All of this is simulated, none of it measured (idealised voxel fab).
process module | voxel capacitor over wiring
cross-section cut | 260 nm wide | cells 5 nm
A cross-section is a grid of square cells, given in bands from the top down. A band is one or more rows of cells.
Each band's line starts with the height of the band's top and of its bottom, in nm. Then come its materials from left to right, each with its width in nm. One material with "throughout" fills the band from edge to edge. "air" is empty space.
Height 0 is the level under which the wafer as received is all one material. The lowest band goes on downwards, as in "0 down".
A width such as "30 to 40" changes by the same amount from each row of cells to the next, from the band's top row to its bottom row.
"no change" after a step means that no cell of the cross-section changed.
closed voids: empty space of 8 cells or more with no open way to the top, each as width x height at its distance from the left edge, in nm
after a step's settings: what the simulator itself notes on the step
overlay nm, on a step with a mask: how far to the right of its planned place the mask lay; to the left if negative
plan
1 op RECEIVE | material Si
2 op CONFORMAL_DEP | material SiO2 | thk nm 15
3 op DIRECTIONAL_DEP | material TiN | thk nm 5
4 op DIRECTIONAL_DEP | material W | thk nm 25
5 op DIRECTIONAL_DEP | material aC | thk nm 10
6 op PATTERN | tone cover | mask id METAL_1 | material resist | width nm 20 | pitch nm 85 | thk nm 25 | overlay nm 0
7 op DIRECTIONAL_ETCH | etch materials aC | depth nm 10
8 op STRIP | etch materials resist
9 op DIRECTIONAL_ETCH | etch materials W | depth nm 25
10 op DIRECTIONAL_ETCH | etch materials TiN | depth nm 5
11 op STRIP | etch materials aC
12 op CONFORMAL_DEP | material SiN | thk nm 5
13 op FILL_DEP | material SiO2 | thk nm 5
14 op CMP | height nm 45
15 op CONFORMAL_DEP | material SiCN | thk nm 5
16 op DIRECTIONAL_DEP | material lowk | thk nm 10
17 op MASKED_ETCH | tone open | mask id PLUG_1 | width nm 15 | etch materials lowk | depth nm 10 | overlay nm -15
18 op MASKED_ETCH | tone open | mask id PLUG_1 | width nm 15 | etch materials SiCN | depth nm 5 | overlay nm 0
19 op CONFORMAL_DEP | material TiN | thk nm 5
20 op FILL_DEP | material Cu | thk nm 10
21 op CMP | height nm 60
22 op DIRECTIONAL_DEP | material TiN | thk nm 10
23 op DIRECTIONAL_DEP | material HfO2 | thk nm 5
24 op DIRECTIONAL_DEP | material TiN | thk nm 5
25 op DIRECTIONAL_DEP | material aC | thk nm 15
26 op PATTERN | tone cover | mask id UPPER_PLATE | material resist | width nm 70 | thk nm 35 | overlay nm 0
27 op DIRECTIONAL_ETCH | etch materials aC | depth nm 15
28 op STRIP | etch materials resist
29 op DIRECTIONAL_ETCH | etch materials TiN | depth nm 5
30 op DIRECTIONAL_ETCH | etch materials HfO2 | depth nm 5
31 op STRIP | etch materials aC
32 op MASKED_ETCH | tone cover | mask id LOWER_PLATE | width nm 80 | etch materials TiN | depth nm 10 | overlay nm 0
33 op FILL_DEP | material SiO2 | thk nm 20
34 op CMP | height nm 95
35 op PATTERN | tone open | mask id PLUG_2 | material resist | width nm 15 | thk nm 15 | overlay nm 0
36 op DIRECTIONAL_ETCH | etch materials SiO2 | depth nm 15
37 op STRIP | etch materials resist
38 op CONFORMAL_DEP | material TiN | thk nm 5
39 op FILL_DEP | material Cu | thk nm 5
40 op CMP | height nm 95
41 op CONFORMAL_DEP | material SiN | thk nm 5
varied across the wafers: overlay nm of step 17. The plan shows the first wafer's value. All wafers start alike
first wafer as received, after step 1
  0 down: Si throughout
  closed voids: none
first wafer at the end, after step 41
  100 to 95: SiN throughout
  95 to 85: SiO2 90 | TiN 5 | Cu 5 | TiN 5 | SiO2 155
  85 to 75: SiO2 90 to 80 | TiN 15 to 70 | SiO2 155 to 110
  75 to 70: SiO2 80 | HfO2 70 | SiO2 110
  70 to 60: SiO2 75 | TiN 80 | SiO2 105
  60 to 55: lowk 65 | TiN 5 | Cu 5 | TiN 5 | lowk 180
  55 to 50: lowk 65 | TiN 15 | lowk 180
  50 to 45: SiCN throughout
  45 to 20: SiO2 70 | SiN 5 | W 20 | SiN 5 | SiO2 55 | SiN 5 | W 20 | SiN 5 | SiO2 75
  20 to 15: SiN 75 | TiN 20 | SiN 65 | TiN 20 | SiN 80
  15 to 0: SiO2 throughout
  0 down: Si throughout
  closed voids: none
last wafer at the end
  100 to 95: SiN throughout
  95 to 85: SiO2 90 | TiN 5 | Cu 5 | TiN 5 | SiO2 155
  85 to 75: SiO2 90 to 80 | TiN 15 to 70 | SiO2 155 to 110
  75 to 70: SiO2 80 | HfO2 70 | SiO2 110
  70 to 60: SiO2 75 | TiN 80 | SiO2 105
  60 to 55: lowk 95 | TiN 5 | Cu 5 | TiN 5 | lowk 150
  55 to 50: lowk 95 | TiN 15 | lowk 150
  50 to 45: SiCN throughout
  45 to 20: SiO2 70 | SiN 5 | W 20 | SiN 5 | SiO2 55 | SiN 5 | W 20 | SiN 5 | SiO2 75
  20 to 15: SiN 75 | TiN 20 | SiN 65 | TiN 20 | SiN 80
  15 to 0: SiO2 throughout
  0 down: Si throughout
  closed voids: none
each wafer at the end: cells of each material gained (+) or lost (-) since it was received, then its closed voids
overlay nm -15 | +3 Cu | +14 HfO2 | +52 SiCN | +116 SiN | +651 SiO2 | +66 TiN | +40 W | +98 lowk | closed voids: none
overlay nm -10 | +3 Cu | +14 HfO2 | +51 SiCN | +116 SiN | +651 SiO2 | +67 TiN | +40 W | +98 lowk | closed voids: none
overlay nm -5 | +3 Cu | +14 HfO2 | +50 SiCN | +116 SiN | +651 SiO2 | +68 TiN | +40 W | +98 lowk | closed voids: none
overlay nm 0 | +4 Cu | +14 HfO2 | +49 SiCN | +116 SiN | +651 SiO2 | +68 TiN | +40 W | +98 lowk | closed voids: none
overlay nm 5 | +3 Cu | +14 HfO2 | +50 SiCN | +116 SiN | +651 SiO2 | +68 TiN | +40 W | +98 lowk | closed voids: none
overlay nm 10 | +3 Cu | +14 HfO2 | +51 SiCN | +116 SiN | +651 SiO2 | +67 TiN | +40 W | +98 lowk | closed voids: none
overlay nm 15 | +3 Cu | +14 HfO2 | +52 SiCN | +116 SiN | +651 SiO2 | +66 TiN | +40 W | +98 lowk | closed voids: none
